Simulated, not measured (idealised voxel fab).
The following is a process module called voxel local oxidation.
This is section cut - it's 295 nm across, gridded in 5 nm square cells.
Cross-section spec: square-cell grid; bands listed top down; each band is one or more rows. The band entry comprises the height of the band's top followed by the height of its bottom, expressed in nm, and subsequently the band's materials from left to right, each stated together with its width in nm. Where a single material is marked with the word "throughout", that material fills the band from edge to edge. The word "empty" represents empty space. Heads up on the height convention: 0 is the point under which the incoming wafer is all one material, and the lowest band has no bottom, it just keeps going down, like "top 0, no bottom". Width: "30..40" (first number = top row, second number = bottom row, same change from row to row of cells). Key: "no change" - step with no changed cell in the cross-section. Listed in "Non-vented voids": every empty space of 8 or more cells without an open way to the top. Form: width x height at distance, the distance being from the left edge, all in nm. That trailing text on a step's line, after the settings, is the simulator's own remark on the step. Among the settings permitted on a step's line is "overlay nm"; applied to a step with a mask, it specifies the extent to which the mask lay to the right of its planned position, whereas a negative figure signifies a position to the left.
LIST OF PLANNED PROCESS STEPS
1: RECEIVE | material Si
2: CONFORMAL_DEP | material SiO2 | thk nm 5
3: CONFORMAL_DEP | material SiN | thk nm 15
4: PATTERN | tone cover | mask id ACTIVE | material resist | width nm 125 | thk nm 15 | overlay nm 0
5: DIRECTIONAL_ETCH | etch materials SiN | depth nm 15
6: STRIP | etch materials resist
7: SELECTIVE_ETCH | etch materials SiO2 | depth nm 5
8: OXIDIZE | depth nm 15
9: STRIP | etch materials SiN
FIRST OF TWO WAFERS, WITH THE RUN CARRIED OUT AS PLANNED
SHOWN IN CROSS-SECTION IS THE WAFER AS RECEIVED, THAT IS, AS IT STANDS AFTER STEP 1
  top 0, no bottom = Si throughout
  Non-vented voids: none
CROSS-SECTION THROUGH THE WAFER, STEP 2 FINISHED
  top 5, bottom 0 = SiO2 throughout
  At heights below 0, the structure remains unaltered.
CROSS-SECTION THROUGH THE WAFER, STEP 3 FINISHED
  top 20, bottom 5 = SiN throughout
  At heights below 5, the structure remains unaltered.
CROSS-SECTION THROUGH THE WAFER, STEP 4 FINISHED
  top 35, bottom 20 = empty 85 nm | resist 125 nm | empty 85 nm
  At heights below 20, the structure remains unaltered.
CROSS-SECTION THROUGH THE WAFER, STEP 5 FINISHED
  top 35, bottom 20 = empty 85 nm | resist 125 nm | empty 85 nm
  top 20, bottom 5 = empty 85 nm | SiN 125 nm | empty 85 nm
  At heights below 5, the structure remains unaltered.
CROSS-SECTION THROUGH THE WAFER, STEP 6 FINISHED
  top 20, bottom 5 = empty 85 nm | SiN 125 nm | empty 85 nm
  At heights below 5, the structure remains unaltered.
CROSS-SECTION THROUGH THE WAFER, STEP 7 FINISHED
  top 20, bottom 5 = empty 85 nm | SiN 125 nm | empty 85 nm
  top 5, bottom 0 = empty 90 nm | SiO2 115 nm | empty 90 nm
  At heights below 0, the structure remains unaltered.
CROSS-SECTION THROUGH THE WAFER, STEP 8 FINISHED
  top 20, bottom 5 = empty 85 nm | SiN 125 nm | empty 85 nm
  top 5, bottom 0 = empty 90 nm | SiO2 115 nm | empty 90 nm
  top 0, bottom -15 = SiO2 105 nm | Si 85 nm | SiO2 105 nm
  At heights below -15, the structure remains unaltered.
CROSS-SECTION THROUGH THE WAFER, STEP 9 FINISHED
  top 5, bottom 0 = empty 90 nm | SiO2 115 nm | empty 90 nm
  At heights below 0, the structure remains unaltered.
WAFER TWO OF THE PAIR: SAME ORIGIN, SAME PLAN, ONE ERROR DURING THE RUN; IDENTICAL TO WAFER ONE UP TO AND INCLUDING STEP 3
SECOND WAFER, SECTION VIEW, TIME POINT: SCHEDULED END OF STEP 4
  top 35, bottom 20 = empty 80 nm | resist 135 nm | empty 80 nm
  At heights below 20, the structure remains unaltered.
SECOND WAFER, SECTION VIEW, TIME POINT: SCHEDULED END OF STEP 5
  top 35, bottom 20 = empty 80 nm | resist 135 nm | empty 80 nm
  top 20, bottom 5 = empty 80 nm | SiN 135 nm | empty 80 nm
  At heights below 5, the structure remains unaltered.
SECOND WAFER, SECTION VIEW, TIME POINT: SCHEDULED END OF STEP 6
  top 20, bottom 5 = empty 80 nm | SiN 135 nm | empty 80 nm
  At heights below 5, the structure remains unaltered.
SECOND WAFER, SECTION VIEW, TIME POINT: SCHEDULED END OF STEP 7
  top 20, bottom 5 = empty 80 nm | SiN 135 nm | empty 80 nm
  top 5, bottom 0 = empty 85 nm | SiO2 125 nm | empty 85 nm
  At heights below 0, the structure remains unaltered.
SECOND WAFER, SECTION VIEW, TIME POINT: SCHEDULED END OF STEP 8
  top 20, bottom 5 = empty 80 nm | SiN 135 nm | empty 80 nm
  top 5, bottom 0 = empty 85 nm | SiO2 125 nm | empty 85 nm
  top 0, bottom -15 = SiO2 100 nm | Si 95 nm | SiO2 100 nm
  At heights below -15, the structure remains unaltered.
SECOND WAFER, SECTION VIEW, TIME POINT: SCHEDULED END OF STEP 9
  top 5, bottom 0 = empty 85 nm | SiO2 125 nm | empty 85 nm
  At heights below 0, the structure remains unaltered.
Deviation from plan: step 4: run off-plan, actual operation and settings PATTERN | tone cover | mask id ACTIVE | material resist | width nm 135 | thk nm 15 | overlay nm 0
Count the cells at the end and the second wafer has more or fewer of some materials than the first: 6 more of Si, 4 fewer of SiO2
